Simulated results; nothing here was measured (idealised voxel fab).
voxel fin reveal: a process module
The cross-section on display is named cut; it measures 185 nm wide, and its cells are 5 nm squares.
For the purposes of this document, a cross-section shall be understood as a grid of square cells, specified as bands listed in top-to-bottom order, each band consisting of one or more rows of cells. A band entry consists of two parts. The first gives the height of the band's top and the height of its bottom, in nm. The rest lists the band's materials from left to right, each with its width in nm. A single material labelled with the word "edge to edge" fills the band from edge to edge, and the word "empty" marks empty space. Zero point of the height axis is 0; under it, received wafer = one material. Lowest band: continues down indefinitely, "0 nm and below". Read "30->40" as a graded width: first number on top, second number at the bottom, same change between each pair of neighbouring rows. Take "no change" at face value: in the step it is given for, the cross-section changed in none of its cells. In "Trapped voids" the enclosed voids are listed, meaning empty spaces of 8 cells or larger without any opening to the top. The form is width x height at distance, distance from the left edge, units nm. after a step's settings: what the simulator itself notes on the step. overlay nm: right-of-plan distance of the mask on a masked step; negative values mean left-of-plan.
## Process steps foreseen in the plan
1. RECEIVE: material Si
2. CONFORMAL_DEP: material SiN, thk nm 10
3. PATTERN: tone cover, mask id FINS, material resist, width nm 15, pitch nm 40, thk nm 20, overlay nm 0
4. DIRECTIONAL_ETCH: etch materials SiN, depth nm 10
5. DIRECTIONAL_ETCH: etch materials Si, depth nm 35
6. STRIP: etch materials resist
7. OXIDIZE: depth nm 5
8. FILL_DEP: material SiO2, thk nm 10
9. CMP: height nm 10
10. SELECTIVE_ETCH: etch materials SiO2, depth nm 30
11. STRIP: etch materials SiN
12. CONFORMAL_DEP: material HfO2, thk nm 5
## The first of the two wafers, which ran as planned
## As-received state of the wafer in cross-section, equivalent to post-step 1
0 nm and below  Si edge to edge
Trapped voids: none
## How the wafer stands in section after step 2
10 nm to 0 nm  SiN edge to edge
Lower than 0, everything is as it was.
## How the wafer stands in section after step 3
30 nm to 10 nm  65 of empty / 15 of resist / 25 of empty / 15 of resist / 65 of empty
Lower than 10, everything is as it was.
## How the wafer stands in section after step 4
30 nm to 10 nm  65 of empty / 15 of resist / 25 of empty / 15 of resist / 65 of empty
10 nm to 0 nm  65 of empty / 15 of SiN / 25 of empty / 15 of SiN / 65 of empty
Lower than 0, everything is as it was.
## How the wafer stands in section after step 5
30 nm to 10 nm  65 of empty / 15 of resist / 25 of empty / 15 of resist / 65 of empty
10 nm to 0 nm  65 of empty / 15 of SiN / 25 of empty / 15 of SiN / 65 of empty
0 nm to -35 nm  65 of empty / 15 of Si / 25 of empty / 15 of Si / 65 of empty
Lower than -35, everything is as it was.
## How the wafer stands in section after step 6
10 nm to 0 nm  65 of empty / 15 of SiN / 25 of empty / 15 of SiN / 65 of empty
Lower than 0, everything is as it was.
## How the wafer stands in section after step 7
10 nm to 0 nm  65 of empty / 15 of SiN / 25 of empty / 15 of SiN / 65 of empty
0 nm to -35 nm  65 of empty / 5 of SiO2 / 5 of Si / 5 of SiO2 / 25 of empty / 5 of SiO2 / 5 of Si / 5 of SiO2 / 65 of empty
-35 nm to -40 nm  70 of SiO2 / 5 of Si / 35 of SiO2 / 5 of Si / 70 of SiO2
Lower than -40, everything is as it was.
## How the wafer stands in section after step 8
20 nm to 10 nm  SiO2 edge to edge
10 nm to 0 nm  65 of SiO2 / 15 of SiN / 25 of SiO2 / 15 of SiN / 65 of SiO2
0 nm to -40 nm  70 of SiO2 / 5 of Si / 35 of SiO2 / 5 of Si / 70 of SiO2
Lower than -40, everything is as it was.
## How the wafer stands in section after step 9
10 nm to 0 nm  65 of SiO2 / 15 of SiN / 25 of SiO2 / 15 of SiN / 65 of SiO2
Lower than 0, everything is as it was.
## How the wafer stands in section after step 10
10 nm to 0 nm  65 of empty / 15 of SiN / 25 of empty / 15 of SiN / 65 of empty
0 nm to -20 nm  70 of empty / 5 of Si / 35 of empty / 5 of Si / 70 of empty
Lower than -20, everything is as it was.
## How the wafer stands in section after step 11
0 nm to -20 nm  70 of empty / 5 of Si / 35 of empty / 5 of Si / 70 of empty
Lower than -20, everything is as it was.
## How the wafer stands in section after step 12
5 nm to 0 nm  65 of empty / 15 of HfO2 / 25 of empty / 15 of HfO2 / 65 of empty
0 nm to -15 nm  65 of empty / 5 of HfO2 / 5 of Si / 5 of HfO2 / 25 of empty / 5 of HfO2 / 5 of Si / 5 of HfO2 / 65 of empty
-15 nm to -20 nm  70 of HfO2 / 5 of Si / 35 of HfO2 / 5 of Si / 70 of HfO2
Lower than -20, everything is as it was.
## What follows concerns the second wafer, which started out like the first and was meant to follow the very same plan; one mistake crept in when it was run, but everything up to and including step 9 is the same as for the first wafer
## Second wafer shown in cross-section at the time step 10 was slated to end
10 nm to 0 nm  65 of SiO2 / 15 of empty / 25 of SiO2 / 15 of empty / 65 of SiO2
Lower than 0, everything is as it was.
## Second wafer shown in cross-section at the time step 11 was slated to end
0 nm to -20 nm  70 of empty / 5 of Si / 35 of empty / 5 of Si / 70 of empty
-20 nm to -30 nm  35 of SiO2 / 35 of empty / 5 of Si / 35 of empty / 5 of Si / 35 of empty / 35 of SiO2
Lower than -30, everything is as it was.
## Second wafer shown in cross-section at the time step 12 was slated to end
5 nm to 0 nm  65 of empty / 15 of HfO2 / 25 of empty / 15 of HfO2 / 65 of empty
0 nm to -15 nm  65 of empty / 5 of HfO2 / 5 of Si / 5 of HfO2 / 25 of empty / 5 of HfO2 / 5 of Si / 5 of HfO2 / 65 of empty
-15 nm to -20 nm  40 of HfO2 / 25 of empty / 5 of HfO2 / 5 of Si / 5 of HfO2 / 25 of empty / 5 of HfO2 / 5 of Si / 5 of HfO2 / 25 of empty / 40 of HfO2
-20 nm to -25 nm  35 of SiO2 / 5 of HfO2 / 25 of empty / 5 of HfO2 / 5 of Si / 5 of HfO2 / 25 of empty / 5 of HfO2 / 5 of Si / 5 of HfO2 / 25 of empty / 5 of HfO2 / 35 of SiO2
-25 nm to -30 nm  35 of SiO2 / 35 of HfO2 / 5 of Si / 35 of HfO2 / 5 of Si / 35 of HfO2 / 35 of SiO2
Lower than -30, everything is as it was.
Diagnosis: plan vs actual: 10 and 11 interchanged
End check, counted in cells, second wafer has more or fewer of these materials than the first: 12 more of HfO2 | 42 fewer of SiO2
